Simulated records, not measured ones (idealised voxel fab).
The document below concerns the process module designated voxel double patterning.
Pictured: cross-section cut, 190 nm wide, on a grid of 5 nm square cells.
Heads up, the way a cross-section reads in here is a grid of square cells, handed over as bands from the top down, with every band being one or more rows of cells. Quick guide to a band line: top height, bottom height (nm) up front; then every material left to right with its width in nm. Only one material and it's marked "all across"? Then it fills the band edge to edge. And "empty" just means empty space. For the purposes of this specification, 0 denotes the height below which the wafer in its as-received condition is composed wholly of one material, and the lowermost band, lacking a lower limit, extends downward without end, as expressed in "top 0, no bottom". It should be noted that a width expressed as "30..40" varies in equal increments from row to row of cells within the band, taking the value of the first number at the top row and that of the second number at the bottom row. The designation "all unchanged", where it is given for a processing step, indicates that no cell of the cross-section was altered in the course of that step. So "Voids lacking openings" is basically the list of trapped voids: any empty space of 8 cells or more that can't reach the top through an opening. They're written width x height at distance, the distance being from the left edge, and it's all nm. Formally, on a step line, whatever follows the settings is a remark that the simulator itself makes on the step. overlay nm: right-of-plan distance of the mask on a masked step; negative values mean left-of-plan.
THESE ARE THE STEPS WE PLANNED FOR THE PROCESS
| 1 | RECEIVE | material Si |
| 2 | CONFORMAL_DEP | material SiO2 | thk nm 10 |
| 3 | DIRECTIONAL_DEP | material polySi | thk nm 10 |
| 4 | DIRECTIONAL_DEP | material SiCN | thk nm 10 |
| 5 | PATTERN | tone open | mask id FIRST | material resist | width nm 15 | pitch nm 50 | thk nm 20 | overlay nm 0 |
| 6 | DIRECTIONAL_ETCH | etch materials SiCN | depth nm 10 |
| 7 | STRIP | etch materials resist |
| 8 | MASKED_ETCH | tone open | mask id SECOND | width nm 15 | etch materials SiCN | depth nm 10 | overlay nm 0 |
| 9 | DIRECTIONAL_ETCH | etch materials polySi | depth nm 10 |
| 10 | STRIP | etch materials SiCN |
FIRST WAFER OUT OF TWO, PROCESSED AS PLANNED
STEP 1 COMPLETE: CROSS-SECTION OF THE WAFER AS RECEIVED
	top 0, no bottom = Si all across
	Voids lacking openings: none
CROSS-SECTION: WAFER STATE AFTER STEP 2
	top 10, bottom 0 = SiO2 all across
	Lower than 0, everything is as it was.
CROSS-SECTION: WAFER STATE AFTER STEP 3
	top 20, bottom 10 = polySi all across
	Lower than 10, everything is as it was.
CROSS-SECTION: WAFER STATE AFTER STEP 4
	top 30, bottom 20 = SiCN all across
	Lower than 20, everything is as it was.
CROSS-SECTION: WAFER STATE AFTER STEP 5
	top 50, bottom 30 = 60 nm resist | 15 nm empty | 35 nm resist | 15 nm empty | 65 nm resist
	Lower than 30, everything is as it was.
CROSS-SECTION: WAFER STATE AFTER STEP 6
	top 50, bottom 30 = 60 nm resist | 15 nm empty | 35 nm resist | 15 nm empty | 65 nm resist
	top 30, bottom 20 = 60 nm SiCN | 15 nm empty | 35 nm SiCN | 15 nm empty | 65 nm SiCN
	Lower than 20, everything is as it was.
CROSS-SECTION: WAFER STATE AFTER STEP 7
	top 30, bottom 20 = 60 nm SiCN | 15 nm empty | 35 nm SiCN | 15 nm empty | 65 nm SiCN
	Lower than 20, everything is as it was.
CROSS-SECTION: WAFER STATE AFTER STEP 8
	top 30, bottom 20 = 60 nm SiCN | 15 nm empty | 10 nm SiCN | 15 nm empty | 10 nm SiCN | 15 nm empty | 65 nm SiCN
	Lower than 20, everything is as it was.
CROSS-SECTION: WAFER STATE AFTER STEP 9
	top 30, bottom 20 = 60 nm SiCN | 15 nm empty | 10 nm SiCN | 15 nm empty | 10 nm SiCN | 15 nm empty | 65 nm SiCN
	top 20, bottom 10 = 60 nm polySi | 15 nm empty | 10 nm polySi | 15 nm empty | 10 nm polySi | 15 nm empty | 65 nm polySi
	Lower than 10, everything is as it was.
CROSS-SECTION: WAFER STATE AFTER STEP 10
	top 20, bottom 10 = 60 nm polySi | 15 nm empty | 10 nm polySi | 15 nm empty | 10 nm polySi | 15 nm empty | 65 nm polySi
	Lower than 10, everything is as it was.
THE SECOND WAFER: IDENTICAL TO THE FIRST AT THE OUTSET AND IN ITS PLANNED SEQUENCE, DIFFERING ONLY IN THAT ONE MISTAKE WAS MADE DURING PROCESSING; UP TO AND INCLUDING STEP 8, ITS PATH IS THE FIRST WAFER'S PATH
THE SECOND WAFER CUT THROUGH, AT THE TIME STEP 9 WAS SUPPOSED TO BE FINISHED
	top 30, bottom 20 = 60 nm SiCN | 15 nm empty | 10 nm SiCN | 15 nm empty | 10 nm SiCN | 15 nm empty | 65 nm SiCN
	top 20, bottom 10 = 60 nm polySi | 15 nm empty | 10 nm polySi | 15 nm empty | 10 nm polySi | 15 nm empty | 65 nm polySi
	Lower than 10, everything is as it was.
THE SECOND WAFER CUT THROUGH, AT THE TIME STEP 10 WAS SUPPOSED TO BE FINISHED
	top 20, bottom 10 = 60 nm polySi | 15 nm empty | 10 nm polySi | 15 nm empty | 10 nm polySi | 15 nm empty | 65 nm polySi
	Lower than 10, everything is as it was.
Against the plan, the run slipped here: step 9 of the plan was carried out twice
Final cross-sections of the two wafers are identical, so the mistake has no effect on what this model computes.
